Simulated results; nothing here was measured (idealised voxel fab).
process module | voxel transistor to metal
cross-section cut | 145 nm wide | cells 5 nm
A cross-section is a grid of square cells, given in bands from the top down. A band is one or more rows of cells.
Each band's line starts with the height of the band's top and of its bottom, in nm. Then come its materials from left to right, each with its width in nm. One material with "throughout" fills the band from edge to edge. "air" is empty space.
Height 0 is the level under which the wafer as received is all one material. The lowest band goes on downwards, as in "0 down".
A width such as "30 to 40" changes by the same amount from each row of cells to the next, from the band's top row to its bottom row.
"no change" after a step means that no cell of the cross-section changed.
closed voids: empty space of 8 cells or more with no open way to the top, each as width x height at its distance from the left edge, in nm
after a step's settings: what the simulator itself notes on the step
overlay nm, on a step with a mask: how far to the right of its planned place the mask lay; to the left if negative
plan
1 op RECEIVE | material Si
2 op OXIDIZE | depth nm 5
3 op CONFORMAL_DEP | material SiN | thk nm 10
4 op DIRECTIONAL_DEP | material aC | thk nm 10
5 op PATTERN | tone cover | mask id ACTIVE | material resist | width nm 105 | thk nm 30 | overlay nm 0
6 op DIRECTIONAL_ETCH | etch materials aC | depth nm 10
7 op STRIP | etch materials resist
8 op DIRECTIONAL_ETCH | etch materials SiN | depth nm 10
9 op DIRECTIONAL_ETCH | etch materials SiO2 | depth nm 5
10 op DIRECTIONAL_ETCH | etch materials Si | depth nm 25
11 op STRIP | etch materials aC
12 op FILL_DEP | material SiO2 | thk nm 5
13 op CMP | height nm 10
14 op SELECTIVE_ETCH | etch materials SiO2 | depth nm 10
15 op STRIP | etch materials SiN
16 op SELECTIVE_ETCH | etch materials SiO2 | depth nm 5
17 op OXIDIZE | depth nm 5
18 op DIRECTIONAL_DEP | material polySi | thk nm 30
19 op DIRECTIONAL_DEP | material SiCN | thk nm 10
20 op DIRECTIONAL_DEP | material aC | thk nm 15
21 op PATTERN | tone cover | mask id GATE | material resist | width nm 35 | thk nm 30 | overlay nm 0
22 op DIRECTIONAL_ETCH | etch materials aC | depth nm 15
23 op STRIP | etch materials resist
24 op DIRECTIONAL_ETCH | etch materials SiCN | depth nm 20
25 op DIRECTIONAL_ETCH | etch materials polySi | depth nm 40
26 op STRIP | etch materials aC
27 op CONFORMAL_DEP | material SiN | thk nm 5
28 op DIRECTIONAL_ETCH | etch materials SiN | depth nm 5
29 op DIRECTIONAL_ETCH | etch materials SiO2 | depth nm 5
30 op DIRECTIONAL_ETCH | etch materials Si | depth nm 5
31 op EPI | material SiGe | thk nm 5
32 op FILL_DEP | material SiO2 | thk nm 10
33 op CMP | height nm 25
34 op STRIP | etch materials polySi
35 op SELECTIVE_ETCH | etch materials SiO2 | depth nm 5
36 op CONFORMAL_DEP | material HfO2 | thk nm 5
37 op CONFORMAL_DEP | material TiN | thk nm 5
38 op FILL_DEP | material W | thk nm 5
39 op CMP | height nm 20
40 op DIRECTIONAL_DEP | material SiO2 | thk nm 15
41 op DIRECTIONAL_DEP | material aC | thk nm 10
42 op PATTERN | tone open | mask id CONTACT | material resist | width nm 15 | pitch nm 80 | thk nm 30 | overlay nm 0
43 op DIRECTIONAL_ETCH | etch materials aC | depth nm 10
44 op STRIP | etch materials resist
45 op DIRECTIONAL_ETCH | etch materials SiO2 | depth nm 45
46 op STRIP | etch materials aC
47 op CONFORMAL_DEP | material TiN | thk nm 5
48 op FILL_DEP | material Ru | thk nm 5
49 op CMP | height nm 35
50 op CONFORMAL_DEP | material SiCN | thk nm 5
51 op DIRECTIONAL_DEP | material SiO2 | thk nm 25
52 op MASKED_ETCH | tone open | mask id METAL_1 | width nm 15 | pitch nm 80 | etch materials SiO2 | depth nm 25 | overlay nm 0
53 op MASKED_ETCH | tone open | mask id METAL_1 | width nm 15 | pitch nm 80 | etch materials SiCN | depth nm 5 | overlay nm 0
54 op CONFORMAL_DEP | material TiN | thk nm 5
55 op FILL_DEP | material Ru | thk nm 5
56 op CMP | height nm 65
57 op EPI | material Ru | thk nm 5
58 op FILL_DEP | material SiCN | thk nm 5
as received, after step 1
  0 down: Si throughout
  closed voids: none
a wafer at the end: this start, this plan, one mistake
  75 to 70: SiCN throughout
  70 to 65: SiCN 20 | Ru 25 | SiCN 55 | Ru 25 | SiCN 20
  65 to 45: SiO2 25 | TiN 5 | Ru 5 | TiN 5 | SiO2 65 | TiN 5 | Ru 5 | TiN 5 | SiO2 25
  45 to 40: SiO2 25 | TiN 15 | SiO2 65 | TiN 15 | SiO2 25
  40 to 35: SiCN 25 | TiN 10 | SiCN 70 | TiN 10 | SiCN 30
  35 to 20: SiO2 25 | TiN 5 | Ru 5 | TiN 5 | SiO2 65 | TiN 5 | Ru 5 | TiN 5 | SiO2 25
  20 to 0: SiO2 25 | TiN 5 | Ru 5 | TiN 5 | SiO2 10 | SiN 5 | HfO2 5 | TiN 5 | W 15 | TiN 5 | HfO2 5 | SiN 5 | SiO2 10 | TiN 5 | Ru 5 | TiN 5 | SiO2 25
  0 to -5: SiO2 25 | TiN 5 | Ru 5 | TiN 5 | SiO2 10 | SiN 5 | HfO2 5 | TiN 25 | HfO2 5 | SiN 5 | SiO2 10 | TiN 5 | Ru 5 | TiN 5 | SiO2 25
  -5 to -10: SiO2 25 | TiN 15 | SiO2 5 | SiGe 5 | HfO2 45 | SiGe 5 | SiO2 5 | TiN 15 | SiO2 25
  -10 to -15: SiO2 20 | SiGe 30 | Si 45 | SiGe 30 | SiO2 20
  -15 to -30: SiO2 20 | Si 105 | SiO2 20
  -30 down: Si throughout
  closed voids: none
what went wrong: step 53 ran as: op MASKED_ETCH | tone open | mask id METAL_1 | width nm 15 | pitch nm 80 | etch materials SiCN | depth nm 5 | overlay nm -5
